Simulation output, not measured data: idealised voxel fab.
Process module heading - voxel self aligned vias
Each square cell in cross-section cut measures 5 nm, and the section as a whole is 220 nm wide.
When this document writes out a cross-section, it uses a grid of square cells and lists it as bands, beginning at the top and moving down, with a band standing for one or more rows of cells.
Heads up on the band format: heights come first, top then bottom, in nm. After that it's the materials left to right, each with its width in nm. A single material flagged "full width" fills the whole band edge to edge, and "blank" means there's empty space there.
Note: height 0 marks the level under which the wafer is uniformly one material as received. Lowest band unbounded below, written "0..down".
Width spec "30->40" -> top row of cells at first value, bottom row at second value, equal per-row change in between.
The cross-section has no changed cell in any step marked "no alteration".
"Enclosed cavities" - sealed voids, min. 8 cells, no opening to top; format: width x height at distance (distance from left edge; nm throughout).
What comes after the settings on a step's line is commentary from the simulator itself on that step.
When a step includes a mask, the "overlay nm" setting on its line states how far to the right of its planned place that mask lay, and negative values state how far to the left.

Listed below are the process steps as planned:
step 1: RECEIVE: material Si
step 2: CONFORMAL_DEP: material SiO2, thk nm 15
step 3: CONFORMAL_DEP: material SiCN, thk nm 5
step 4: DIRECTIONAL_DEP: material lowk, thk nm 20
step 5: DIRECTIONAL_DEP: material aC, thk nm 10
step 6: PATTERN: tone open, mask id LINES, material resist, width nm 20, pitch nm 50, thk nm 25, overlay nm 0
step 7: DIRECTIONAL_ETCH: etch materials aC, depth nm 10
step 8: STRIP: etch materials resist
step 9: DIRECTIONAL_ETCH: etch materials lowk, depth nm 20
step 10: STRIP: etch materials aC
step 11: CONFORMAL_DEP: material TiN, thk nm 5
step 12: FILL_DEP: material W, thk nm 10
step 13: CMP: height nm 40
step 14: SELECTIVE_ETCH: etch materials W Ru TiN, depth nm 10
step 15: FILL_DEP: material SiN, thk nm 5
step 16: CMP: height nm 40
step 17: DIRECTIONAL_DEP: material lowk, thk nm 15
step 18: PATTERN: tone open, mask id VIAS, material resist, width nm 30, pitch nm 50, thk nm 15, overlay nm 0
step 19: DIRECTIONAL_ETCH: etch materials lowk, depth nm 15
step 20: DIRECTIONAL_ETCH: etch materials SiN, depth nm 10
step 21: STRIP: etch materials resist
step 22: CONFORMAL_DEP: material TiN, thk nm 5
step 23: FILL_DEP: material W, thk nm 10
step 24: CMP: height nm 55
step 25: CONFORMAL_DEP: material SiCN, thk nm 5

This is the cross-section of the wafer as we received it, i.e. after step 1:
  0..down | Si full width
  Enclosed cavities: none

End-of-module XS, first of two wafers, run as planned:
  60..55 | SiCN full width
  55..45 | 45 nm lowk; 5 nm TiN; 20 nm W; 5 nm TiN; 20 nm lowk; 5 nm TiN; 20 nm W; 5 nm TiN; 20 nm lowk; 5 nm TiN; 20 nm W; 5 nm TiN; 45 nm lowk
  45..35 | 45->50 nm lowk; 10->5 nm TiN; 10 nm W; 10->5 nm TiN; 20->30 nm lowk; 10->5 nm TiN; 10 nm W; 10->5 nm TiN; 20->30 nm lowk; 10->5 nm TiN; 10 nm W; 10->5 nm TiN; 45->50 nm lowk
  35..30 | 50 nm lowk; 20 nm TiN; 30 nm lowk; 20 nm TiN; 30 nm lowk; 20 nm TiN; 50 nm lowk
  30..25 | 50 nm lowk; 5 nm TiN; 10 nm W; 5 nm TiN; 30 nm lowk; 5 nm TiN; 10 nm W; 5 nm TiN; 30 nm lowk; 5 nm TiN; 10 nm W; 5 nm TiN; 50 nm lowk
  25..20 | 50 nm lowk; 20 nm TiN; 30 nm lowk; 20 nm TiN; 30 nm lowk; 20 nm TiN; 50 nm lowk
  20..15 | SiCN full width
  15..0 | SiO2 full width
  0..down | Si full width
  Enclosed cavities: none

Wafer two, sectioned after the module: the first wafer's start, the first wafer's plan, and one mistake in how it was run:
  60..55 | SiCN full width
  55..45 | 45 nm lowk; 5 nm TiN; 20 nm W; 5 nm TiN; 20 nm lowk; 5 nm TiN; 20 nm W; 5 nm TiN; 20 nm lowk; 5 nm TiN; 20 nm W; 5 nm TiN; 45 nm lowk
  45..40 | 45 nm lowk; 30 nm TiN; 20 nm lowk; 30 nm TiN; 20 nm lowk; 30 nm TiN; 45 nm lowk
  40..30 | 50 nm lowk; 5 nm SiCN; 10 nm TiN; 5 nm SiCN; 30 nm lowk; 5 nm SiCN; 10 nm TiN; 5 nm SiCN; 30 nm lowk; 5 nm SiCN; 10 nm TiN; 5 nm SiCN; 50 nm lowk
  30..25 | 50 nm lowk; 5 nm SiCN; 10 nm W; 5 nm SiCN; 30 nm lowk; 5 nm SiCN; 10 nm W; 5 nm SiCN; 30 nm lowk; 5 nm SiCN; 10 nm W; 5 nm SiCN; 50 nm lowk
  25..20 | 50 nm lowk; 20 nm SiCN; 30 nm lowk; 20 nm SiCN; 30 nm lowk; 20 nm SiCN; 50 nm lowk
  20..15 | SiCN full width
  15..0 | SiO2 full width
  0..down | Si full width
  Enclosed cavities: none
Plan not followed: rather than as planned, step 11 actually ran as CONFORMAL_DEP: material SiCN, thk nm 5
Upon completion, the second wafer contains, in terms of cells, a greater or smaller amount of certain materials than the first wafer: SiCN: 30 more, TiN: 18 fewer, W: 12 fewer
